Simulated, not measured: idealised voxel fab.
The process module that follows is named voxel fin reveal.
Cross-sectional view cut (width: 200 nm; square cell size: 5 nm).
Square cells in a grid make up a cross-section in this document, and the grid is given as bands, listed from the top down, each one or more rows of cells.
Heights first: top, then bottom, in nm. Then materials, left to right, each with a width in nm. "full width" on a single material: fills the band edge to edge. "blank": empty space.
We count height from 0. Below that, the starting wafer is all one material. The lowest band never ends at the bottom but goes on down; see "0..down" for how that is written.
The notation "30 to 40" denotes a width that varies across the rows of cells in the band, beginning at the first number in the top row, finishing at the second number in the bottom row, and changing by an identical amount from each row to the next.
Basically "no change" means that step didn't change any cell in the cross-section.
"Enclosed empty spaces" specifies each empty space that is not open to the top and that occupies no fewer than 8 cells, using the form width x height at distance, the distance measured from the left edge and all three quantities in nm.
Whatever follows a step's settings on its line is a remark the simulator itself makes about that step.
The line of a step may include "overlay nm". On a step with a mask, this value is how far to the right of its planned place the mask lay. A negative value means the mask lay to the left.

## Process steps (planned)
1,RECEIVE [material Si]
2,CONFORMAL_DEP [material SiN] [thk nm 5]
3,PATTERN [tone cover] [mask id FINS] [material resist] [width nm 15] [pitch nm 45] [thk nm 20] [overlay nm 0]
4,DIRECTIONAL_ETCH [etch materials SiN] [depth nm 5]
5,DIRECTIONAL_ETCH [etch materials Si] [depth nm 40]
6,STRIP [etch materials resist]
7,OXIDIZE [depth nm 5]
8,FILL_DEP [material SiO2] [thk nm 5]
9,CMP [height nm 5]
10,SELECTIVE_ETCH [etch materials SiO2] [depth nm 35]
11,STRIP [etch materials SiN]

## First of two wafers, with the run carried out as planned

## The cross-section here shows the wafer as received, i.e. in its state after step 1
0..down  Si full width
Enclosed empty spaces: none

## State of the wafer after step 2, shown in cross-section
5..0  SiN full width
Below 0 it's all the same as before, nothing changed down there.

## State of the wafer after step 3, shown in cross-section
25..5  blank: 45, then resist: 15, then blank: 30, then resist: 15, then blank: 30, then resist: 15, then blank: 50
Below 5 it's all the same as before, nothing changed down there.

## State of the wafer after step 4, shown in cross-section
25..5  blank: 45, then resist: 15, then blank: 30, then resist: 15, then blank: 30, then resist: 15, then blank: 50
5..0  blank: 45, then SiN: 15, then blank: 30, then SiN: 15, then blank: 30, then SiN: 15, then blank: 50
Below 0 it's all the same as before, nothing changed down there.

## State of the wafer after step 5, shown in cross-section
25..5  blank: 45, then resist: 15, then blank: 30, then resist: 15, then blank: 30, then resist: 15, then blank: 50
5..0  blank: 45, then SiN: 15, then blank: 30, then SiN: 15, then blank: 30, then SiN: 15, then blank: 50
0..-40  blank: 45, then Si: 15, then blank: 30, then Si: 15, then blank: 30, then Si: 15, then blank: 50
Below -40 it's all the same as before, nothing changed down there.

## State of the wafer after step 6, shown in cross-section
5..0  blank: 45, then SiN: 15, then blank: 30, then SiN: 15, then blank: 30, then SiN: 15, then blank: 50
Below 0 it's all the same as before, nothing changed down there.

## State of the wafer after step 7, shown in cross-section
5..0  blank: 45, then SiN: 15, then blank: 30, then SiN: 15, then blank: 30, then SiN: 15, then blank: 50
0..-40  blank: 45, then SiO2: 5, then Si: 5, then SiO2: 5, then blank: 30, then SiO2: 5, then Si: 5, then SiO2: 5, then blank: 30, then SiO2: 5, then Si: 5, then SiO2: 5, then blank: 50
-40..-45  SiO2: 50, then Si: 5, then SiO2: 40, then Si: 5, then SiO2: 40, then Si: 5, then SiO2: 55
Below -45 it's all the same as before, nothing changed down there.

## State of the wafer after step 8, shown in cross-section
10..5  SiO2 full width
5..0  SiO2: 45, then SiN: 15, then SiO2: 30, then SiN: 15, then SiO2: 30, then SiN: 15, then SiO2: 50
0..-45  SiO2: 50, then Si: 5, then SiO2: 40, then Si: 5, then SiO2: 40, then Si: 5, then SiO2: 55
Below -45 it's all the same as before, nothing changed down there.

## State of the wafer after step 9, shown in cross-section
5..0  SiO2: 45, then SiN: 15, then SiO2: 30, then SiN: 15, then SiO2: 30, then SiN: 15, then SiO2: 50
Below 0 it's all the same as before, nothing changed down there.

## State of the wafer after step 10, shown in cross-section
5..0  blank: 45, then SiN: 15, then blank: 30, then SiN: 15, then blank: 30, then SiN: 15, then blank: 50
0..-30  blank: 50, then Si: 5, then blank: 40, then Si: 5, then blank: 40, then Si: 5, then blank: 55
Below -30 it's all the same as before, nothing changed down there.

## State of the wafer after step 11, shown in cross-section
0..-30  blank: 50, then Si: 5, then blank: 40, then Si: 5, then blank: 40, then Si: 5, then blank: 55
Below -30 it's all the same as before, nothing changed down there.

## For the second wafer, take the first wafer's start and plan, then add one mistake made in running it; everything through step 9, that step included, is shared with the first

## Look at the second wafer in cross-section at the time step 10 ought to have finished
5..0  SiO2: 45, then blank: 15, then SiO2: 30, then blank: 15, then SiO2: 30, then blank: 15, then SiO2: 50
Below 0 it's all the same as before, nothing changed down there.

## Look at the second wafer in cross-section at the time step 11 ought to have finished
0..-30  blank: 50, then Si: 5, then blank: 40, then Si: 5, then blank: 40, then Si: 5, then blank: 55
-30..-35  SiO2: 10, then blank: 40, then Si: 5, then blank: 40, then Si: 5, then blank: 40, then Si: 5, then blank: 40, then SiO2: 15
Below -35 it's all the same as before, nothing changed down there.
Run error: note: step 10 <-> step 11, run order reversed vs plan
Upon completion, the second wafer contains, in terms of cells, a greater or smaller amount of certain materials than the first wafer: SiO2: 32 fewer
